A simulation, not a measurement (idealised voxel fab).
process module | voxel wiring stack
cross-section cut | 195 nm wide | cells 5 nm
A cross-section is a grid of square cells, given in bands from the top down. A band is one or more rows of cells.
Each band's line starts with the height of the band's top and of its bottom, in nm. Then come its materials from left to right, each with its width in nm. One material with "throughout" fills the band from edge to edge. "air" is empty space.
Height 0 is the level under which the wafer as received is all one material. The lowest band goes on downwards, as in "0 down".
A width such as "30 to 40" changes by the same amount from each row of cells to the next, from the band's top row to its bottom row.
"no change" after a step means that no cell of the cross-section changed.
closed voids: empty space of 8 cells or more with no open way to the top, each as width x height at its distance from the left edge, in nm
after a step's settings: what the simulator itself notes on the step
overlay nm, on a step with a mask: how far to the right of its planned place the mask lay; to the left if negative
plan
1 op RECEIVE | material Si
2 op CONFORMAL_DEP | material SiO2 | thk nm 15
3 op DIRECTIONAL_DEP | material TiN | thk nm 5
4 op DIRECTIONAL_DEP | material W | thk nm 15
5 op MASKED_ETCH | tone cover | mask id METAL_1 | width nm 30 | pitch nm 50 | etch materials W | depth nm 15 | overlay nm 0
6 op MASKED_ETCH | tone cover | mask id METAL_1 | width nm 30 | pitch nm 50 | etch materials TiN | depth nm 5 | overlay nm 0
7 op CONFORMAL_DEP | material SiN | thk nm 5
8 op FILL_DEP | material SiO2 | thk nm 5
9 op CMP | height nm 35
10 op CONFORMAL_DEP | material SiCN | thk nm 5
11 op DIRECTIONAL_DEP | material SiO2 | thk nm 10
12 op MASKED_ETCH | tone open | mask id PLUG_1 | width nm 15 | pitch nm 50 | etch materials SiO2 | depth nm 10 | overlay nm 0
13 op MASKED_ETCH | tone open | mask id PLUG_1 | width nm 15 | pitch nm 50 | etch materials SiCN | depth nm 5 | overlay nm 0
14 op EPI | material Ru | thk nm 10
15 op EPI | material Ru | thk nm 5
16 op CONFORMAL_DEP | material SiN | thk nm 5
17 op DIRECTIONAL_DEP | material lowk | thk nm 20
18 op DIRECTIONAL_DEP | material aC | thk nm 15
19 op PATTERN | tone open | mask id METAL_2 | material resist | width nm 30 | pitch nm 50 | thk nm 35 | overlay nm 0
20 op DIRECTIONAL_ETCH | etch materials aC | depth nm 15
21 op STRIP | etch materials resist
22 op DIRECTIONAL_ETCH | etch materials lowk | depth nm 20
23 op DIRECTIONAL_ETCH | etch materials SiN | depth nm 5
24 op STRIP | etch materials aC
25 op CONFORMAL_DEP | material TiN | thk nm 5
26 op FILL_DEP | material Cu | thk nm 10
27 op CMP | height nm 75
28 op EPI | material Ru | thk nm 5
29 op FILL_DEP | material SiCN | thk nm 5
as received, after step 1
  0 down: Si throughout
  closed voids: none
first wafer at the end, as planned
  85 to 80: SiCN throughout
  80 to 75: SiCN 25 | Ru 40 | SiCN 10 | Ru 40 | SiCN 10 | Ru 40 | SiCN 30
  75 to 55: lowk 30 | TiN 5 | Cu 20 | TiN 5 | lowk 20 | TiN 5 | Cu 20 | TiN 5 | lowk 20 | TiN 5 | Cu 20 | TiN 5 | lowk 35
  55 to 50: SiN 30 | TiN 30 | SiN 20 | TiN 30 | SiN 20 | TiN 30 | SiN 35
  50 to 40: SiO2 30 | Ru 15 | SiO2 35 | Ru 15 | SiO2 35 | Ru 15 | SiO2 50
  40 to 35: SiCN 30 | Ru 15 | SiCN 35 | Ru 15 | SiCN 35 | Ru 15 | SiCN 50
  35 to 20: SiO2 25 | SiN 5 | W 30 | SiN 5 | SiO2 10 | SiN 5 | W 30 | SiN 5 | SiO2 10 | SiN 5 | W 30 | SiN 5 | SiO2 30
  20 to 15: SiN 30 | TiN 30 | SiN 20 | TiN 30 | SiN 20 | TiN 30 | SiN 35
  15 to 0: SiO2 throughout
  0 down: Si throughout
  closed voids: none
second wafer at the end: like start, like plan, one mistake
  85 to 80: SiCN throughout
  80 to 75: Ru throughout
  75 to 70: TiN 35 | Cu 20 | TiN 30 | Cu 20 | TiN 30 | Cu 20 | TiN 40
  70 to 55: lowk 30 | TiN 5 | Cu 20 | TiN 5 | lowk 20 | TiN 5 | Cu 20 | TiN 5 | lowk 20 | TiN 5 | Cu 20 | TiN 5 | lowk 35
  55 to 50: SiN 30 | TiN 30 | SiN 20 | TiN 30 | SiN 20 | TiN 30 | SiN 35
  50 to 40: SiO2 30 | Ru 15 | SiO2 35 | Ru 15 | SiO2 35 | Ru 15 | SiO2 50
  40 to 35: SiCN 30 | Ru 15 | SiCN 35 | Ru 15 | SiCN 35 | Ru 15 | SiCN 50
  35 to 20: SiO2 25 | SiN 5 | W 30 | SiN 5 | SiO2 10 | SiN 5 | W 30 | SiN 5 | SiO2 10 | SiN 5 | W 30 | SiN 5 | SiO2 30
  20 to 15: SiN 30 | TiN 30 | SiN 20 | TiN 30 | SiN 20 | TiN 30 | SiN 35
  15 to 0: SiO2 throughout
  0 down: Si throughout
  closed voids: none
what went wrong: step 17 ran as: op DIRECTIONAL_DEP | material lowk | thk nm 15
at the end the second wafer has, in cells: 15 more of Ru | 15 fewer of SiCN | 21 more of TiN | 21 fewer of lowk
